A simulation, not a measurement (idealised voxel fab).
The document below concerns the process module designated voxel self aligned contacts.
Cross-section cut spans 170 nm and uses square cells 5 nm in size.
Each cross-section below is a grid of square cells, stated as bands in top-down order, with one or more rows of cells making up each band. Top, bottom (nm), then materials left to right with widths (nm); lone material tagged "edge to edge" fills the whole band edge to edge; "air" = empty space. Heads up on the height convention: 0 is the point under which the incoming wafer is all one material, and the lowest band has no bottom, it just keeps going down, like "0..down". Width "30..40": first value at the band's top row of cells, second value at its bottom row, equal change from row to row. The designation "nothing changed", where it is given for a processing step, indicates that no cell of the cross-section was altered in the course of that step. "Closed voids list": empty spaces of 8 cells or more with no open way to the top, each given as width x height at distance, distance from the left edge, all in nm. Post-settings text on a step line: simulator's own remark regarding the step. overlay nm: how far to the right of its planned place the mask lay on this masked step (negative: to the left).
[Process steps (planned)]
1 op RECEIVE | material Si
2 op CONFORMAL_DEP | material SiO2 | thk nm 5
3 op DIRECTIONAL_DEP | material polySi | thk nm 25
4 op DIRECTIONAL_DEP | material SiN | thk nm 20
5 op PATTERN | tone cover | mask id GATE | material resist | width nm 35 | pitch nm 70 | thk nm 15 | overlay nm 0
6 op DIRECTIONAL_ETCH | etch materials SiN | depth nm 20
7 op DIRECTIONAL_ETCH | etch materials polySi | depth nm 25
8 op STRIP | etch materials resist
9 op CONFORMAL_DEP | material SiN | thk nm 10
10 op DIRECTIONAL_ETCH | etch materials SiN | depth nm 10
11 op FILL_DEP | material SiO2 | thk nm 20
12 op CMP | height nm 60
13 op PATTERN | tone open | mask id CONTACT | material resist | width nm 55 | thk nm 15 | overlay nm 0
14 op DIRECTIONAL_ETCH | etch materials SiO2 | depth nm 60
15 op STRIP | etch materials resist
16 op CONFORMAL_DEP | material TiN | thk nm 5
17 op FILL_DEP | material Ru | thk nm 10
18 op CMP | height nm 60
19 op CONFORMAL_DEP | material SiCN | thk nm 5
[So this is the incoming wafer in cross-section - it's already been through step 1]
- 0..down: Si edge to edge
- Closed voids list: none
[First of two wafers: cross-section at end of module, run per plan]
- 65..60: SiCN edge to edge
- 60..50: SiO2 55 nm; TiN 5..25 nm; Ru 45..5 nm; TiN 5..25 nm; SiO2 60 nm
- 50..30: SiO2 20 nm; SiN 55 nm; TiN 5 nm; Ru 5 nm; TiN 5 nm; SiN 55 nm; SiO2 25 nm
- 30..5: SiO2 20 nm; SiN 10 nm; polySi 35 nm; SiN 10 nm; TiN 5 nm; Ru 5 nm; TiN 5 nm; SiN 10 nm; polySi 35 nm; SiN 10 nm; SiO2 25 nm
- 5..0: SiO2 75 nm; TiN 15 nm; SiO2 80 nm
- 0..down: Si edge to edge
- Closed voids list: none
[Module end: cross-section of wafer two of two. Same start and process plan as the first wafer. One mistake during execution]
- 80..75: SiCN edge to edge
- 75..65: Ru edge to edge
- 65..60: TiN 60 nm; Ru 45 nm; TiN 65 nm
- 60..50: SiO2 55 nm; TiN 5..25 nm; Ru 45..5 nm; TiN 5..25 nm; SiO2 60 nm
- 50..30: SiO2 20 nm; SiN 55 nm; TiN 5 nm; Ru 5 nm; TiN 5 nm; SiN 55 nm; SiO2 25 nm
- 30..5: SiO2 20 nm; SiN 10 nm; polySi 35 nm; SiN 10 nm; TiN 5 nm; Ru 5 nm; TiN 5 nm; SiN 10 nm; polySi 35 nm; SiN 10 nm; SiO2 25 nm
- 5..0: SiO2 75 nm; TiN 15 nm; SiO2 80 nm
- 0..down: Si edge to edge
- Closed voids list: none
Want to know what went wrong? step 18 of the plan did not run at all; it was left out
Looking at both finished wafers in cells, the second ends up ahead of or behind the first on some materials: 77 more of Ru, 25 more of TiN
